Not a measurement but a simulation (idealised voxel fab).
The document below concerns the process module designated voxel local oxidation.
Cross-section cut: width 145 nm, square cells of 5 nm.
In what follows, cross-sections appear as grids of square cells, described through bands that run from the top down, where every band is one or more rows of cells. Basically the band line says how high the top is and how high the bottom is, in nm, and then what's in it from left to right, every material with its width in nm. Empty space shows up as "empty", and if a single material carries "edge to edge" it runs the full band edge to edge. Heights are reckoned from 0. Under this level, the received wafer is all of one material. The bottommost band is open-ended downward, for example "z 0 and below". Quick explanation for "30..40": the width changes in equal steps down the rows of cells, from the first number in the band's top row to the second number in its bottom row. Step note "left unchanged" = no cross-section cell changed. "Fully sealed cavities" enumerates empty spaces isolated from the top, with no open way to it, that contain at least 8 cells, giving each as width x height at distance from the left edge, all three in nm. That trailing text on a step's line, after the settings, is the simulator's own remark on the step. If you see "overlay nm" on a step's line and that step has a mask, it's telling you how far right of where it was planned the mask ended up; a negative number means it went left instead.

Intended process steps
1: RECEIVE, material Si
2: CONFORMAL_DEP, material SiO2, thk nm 5
3: CONFORMAL_DEP, material SiN, thk nm 10
4: PATTERN, tone cover, mask id ACTIVE, material resist, width nm 100, thk nm 20, overlay nm 0
5: DIRECTIONAL_ETCH, etch materials SiN, depth nm 10
6: STRIP, etch materials resist
7: SELECTIVE_ETCH, etch materials SiO2, depth nm 5
8: OXIDIZE, depth nm 15
9: STRIP, etch materials SiN
Quick note for whoever runs this: the wafers start identical, but the depth nm at step 7 isn't the same across them. The plan just shows what the first wafer had.

As-received cross-section, first of several wafers, post step 1
> z 0 and below = Si edge to edge
> Fully sealed cavities: none

The rows of the table below are wafers. Looking at the end of the module, a row counts, for every material, the cells the wafer has gained, shown as (+), or lost, shown as (-), since it was received; its closed voids come next
depth nm 5; -51 Si; +69 SiO2; Fully sealed cavities: none
depth nm 10; -57 Si; +73 SiO2; Fully sealed cavities: none
depth nm 15; -63 Si; +77 SiO2; Fully sealed cavities: none
depth nm 20; -69 Si; +81 SiO2; Fully sealed cavities: none
